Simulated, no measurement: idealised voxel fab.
Herein follows the process module entitled voxel self aligned vias.
We display cut, a cross-section 155 nm in width whose square cells are each 5 nm.
We lay out every cross-section as a grid of square cells and spell it out in bands from the top down, where one band means one or more rows of cells.
The band entry comprises the height of the band's top followed by the height of its bottom, expressed in nm, and subsequently the band's materials from left to right, each stated together with its width in nm. Where a single material is marked with the word "throughout", that material fills the band from edge to edge. The word "empty" represents empty space.
Convention: height 0 is the level below which the wafer, as received, is all one material. The lowest band does not terminate at the bottom but continues downward, represented as "z 0 and below".
Note: "30->40" means the width goes from the first number (top row of the band) to the second number (bottom row) in equal steps per row of cells.
The cross-section has no changed cell in any step marked "left unchanged".
What "Internal closed voids" gives you is every empty space of 8 cells or more that is cut off from the top. Each appears as width x height at distance, with the distance taken from the left edge and width, height and distance all in nm.
Where a step's line continues beyond its settings, the continuation is a remark by the simulator itself on that step.
What "overlay nm" on a step's line means: if the step has a mask, that mask lay this far to the right of its planned place, or, when the value is negative, to the left.
**Steps in the process plan**
| 1 | RECEIVE, material Si |
| 2 | CONFORMAL_DEP, material SiO2, thk nm 10 |
| 3 | CONFORMAL_DEP, material SiCN, thk nm 5 |
| 4 | DIRECTIONAL_DEP, material SiO2, thk nm 20 |
| 5 | DIRECTIONAL_DEP, material aC, thk nm 15 |
| 6 | PATTERN, tone open, mask id LINES, material resist, width nm 25, pitch nm 60, thk nm 35, overlay nm 0 |
| 7 | DIRECTIONAL_ETCH, etch materials aC, depth nm 15 |
| 8 | STRIP, etch materials resist |
| 9 | DIRECTIONAL_ETCH, etch materials SiO2, depth nm 20 |
| 10 | STRIP, etch materials aC |
| 11 | CONFORMAL_DEP, material TiN, thk nm 5 |
| 12 | FILL_DEP, material W, thk nm 10 |
| 13 | CMP, height nm 35 |
| 14 | SELECTIVE_ETCH, etch materials W Ru TiN, depth nm 10 |
| 15 | FILL_DEP, material SiN, thk nm 10 |
| 16 | CMP, height nm 35 |
| 17 | DIRECTIONAL_DEP, material SiO2, thk nm 15 |
| 18 | PATTERN, tone open, mask id VIAS, material resist, width nm 35, pitch nm 60, thk nm 15, overlay nm 0 |
| 19 | DIRECTIONAL_ETCH, etch materials SiO2, depth nm 15 |
| 20 | DIRECTIONAL_ETCH, etch materials SiN, depth nm 10 |
| 21 | STRIP, etch materials resist |
| 22 | CONFORMAL_DEP, material TiN, thk nm 5 |
| 23 | FILL_DEP, material W, thk nm 5 |
| 24 | CMP, height nm 50 |
| 25 | CONFORMAL_DEP, material SiCN, thk nm 5 |
**Wafer at receipt (post step 1), cross-section**
> z 0 and below: Si throughout
> Internal closed voids: none
**First of two wafers: cross-section at end of module, run per plan**
> z 55 to 50: SiCN throughout
> z 50 to 40: SiO2 30 nm, TiN 5 nm, W 25 nm, TiN 5 nm, SiO2 25 nm, TiN 5 nm, W 25 nm, TiN 5 nm, SiO2 30 nm
> z 40 to 30: SiO2 30->35 nm, TiN 10->5 nm, W 15 nm, TiN 10->5 nm, SiO2 25->35 nm, TiN 10->5 nm, W 15 nm, TiN 10->5 nm, SiO2 30->35 nm
> z 30 to 25: SiO2 35 nm, TiN 25 nm, SiO2 35 nm, TiN 25 nm, SiO2 35 nm
> z 25 to 20: SiO2 35 nm, TiN 5 nm, W 15 nm, TiN 5 nm, SiO2 35 nm, TiN 5 nm, W 15 nm, TiN 5 nm, SiO2 35 nm
> z 20 to 15: SiO2 35 nm, TiN 25 nm, SiO2 35 nm, TiN 25 nm, SiO2 35 nm
> z 15 to 10: SiCN throughout
> z 10 to 0: SiO2 throughout
> z 0 and below: Si throughout
> Internal closed voids: none
**So this is wafer number two of the two, cut at the end of the module - it started where the first did and had the same plan, we just got one thing wrong running it**
> z 55 to 50: SiCN throughout
> z 50 to 35: SiO2 30 nm, TiN 5 nm, W 25 nm, TiN 5 nm, SiO2 25 nm, TiN 5 nm, W 25 nm, TiN 5 nm, SiO2 30 nm
> z 35 to 30: SiN 30 nm, TiN 5 nm, W 25 nm, TiN 5 nm, SiN 25 nm, TiN 5 nm, W 25 nm, TiN 5 nm, SiN 30 nm
> z 30 to 25: SiN 30 nm, TiN 35 nm, SiN 25 nm, TiN 35 nm, SiN 30 nm
> z 25 to 15: SiO2 35 nm, SiN 25 nm, SiO2 35 nm, SiN 25 nm, SiO2 35 nm
> z 15 to 10: SiCN throughout
> z 10 to 0: SiO2 throughout
> z 0 and below: Si throughout
> Internal closed voids: none
What broke from the plan during processing? planned and actual differ for step 13; actual: CMP, height nm 25
The second wafer ends with more or fewer cells of some materials than the first, per final count: +54 SiN | -42 SiO2 | -14 TiN | +2 W
